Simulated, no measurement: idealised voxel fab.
process module | voxel ribs on slabs
FYI the section here is cut, 195 nm wide, cells are 5 nm squares.
Cross-section = grid of square cells, listed top down in bands; band = one or more rows.
First you get the band's top height and its bottom height, in nm, and then the materials it's made of, left to right, with each width in nm. If you see a single material with "full width", that one covers the band edge to edge. "air" is empty space.
Where do heights start? At 0: under that level the wafer as delivered is made of one material only. And the lowest band has no floor; it just carries on downward, as in "0 nm and below".
Note: "30 to 40" means the width goes from the first number (top row of the band) to the second number (bottom row) in equal steps per row of cells.
"same as before" (step): cross-section cells unchanged, all of them.
Enclosed voids (no open way to top), threshold 8 cells or more, entry "Cavities, closed", notation width x height at distance, distance from left edge, nm.
Read whatever lies past the settings on a step's line as the simulator's own remark about the step.
You can add "overlay nm" to a step's line. For a step with a mask, it describes how far the mask lay to the right of its planned position, and a negative number describes a lay to the left.

## Here's what the planned process steps look like
1,RECEIVE,material Si
2,DIRECTIONAL_DEP,material SiO2,thk nm 25
3,DIRECTIONAL_DEP,material polySi,thk nm 20
4,MASKED_ETCH,tone cover,mask id RIB,width nm 15,etch materials polySi,depth nm 15,overlay nm 0
5,DIRECTIONAL_DEP,material aC,thk nm 15
6,PATTERN,tone cover,mask id SLAB,material resist,width nm 65,thk nm 35,overlay nm 0
7,DIRECTIONAL_ETCH,etch materials aC,depth nm 15
8,STRIP,etch materials resist
9,DIRECTIONAL_ETCH,etch materials polySi,depth nm 5
10,STRIP,etch materials aC
11,FILL_DEP,material SiO2,thk nm 20
12,CMP,height nm 55
13,DIRECTIONAL_DEP,material TiN,thk nm 5
14,PATTERN,tone cover,mask id HEATER,material resist,width nm 25,thk nm 20,overlay nm 0
15,DIRECTIONAL_ETCH,etch materials TiN,depth nm 5
16,STRIP,etch materials resist
17,CONFORMAL_DEP,material SiN,thk nm 5

## Step 1 complete: cross-section of the wafer as received
* 0 nm and below: Si full width
* Cavities, closed: none

## Cross-section taken at module completion on the first of two wafers; processed per the plan
* 65 nm to 60 nm: air: 80 | SiN: 35 | air: 80
* 60 nm to 55 nm: SiN: 85 | TiN: 25 | SiN: 85
* 55 nm to 45 nm: SiO2 full width
* 45 nm to 30 nm: SiO2: 90 | polySi: 15 | SiO2: 90
* 30 nm to 25 nm: SiO2: 65 | polySi: 65 | SiO2: 65
* 25 nm to 0 nm: SiO2 full width
* 0 nm and below: Si full width
* Cavities, closed: none

## Now the second wafer, cross-sectioned at the end of the module. Nothing different at the start, nothing different in the plan compared with the first, just one mistake when it was actually run
* 65 nm to 60 nm: air: 80 | SiO2: 35 | air: 80
* 60 nm to 55 nm: SiO2: 85 | TiN: 25 | SiO2: 85
* 55 nm to 45 nm: SiO2 full width
* 45 nm to 30 nm: SiO2: 90 | polySi: 15 | SiO2: 90
* 30 nm to 25 nm: SiO2: 65 | polySi: 65 | SiO2: 65
* 25 nm to 0 nm: SiO2 full width
* 0 nm and below: Si full width
* Cavities, closed: none
Want to know what went wrong? step 17, actual vs plan mismatch, actual run CONFORMAL_DEP,material SiO2,thk nm 5
The closing comparison, in cells, has the second wafer with more or fewer of some materials than the first: SiN: 41 fewer; SiO2: 41 more
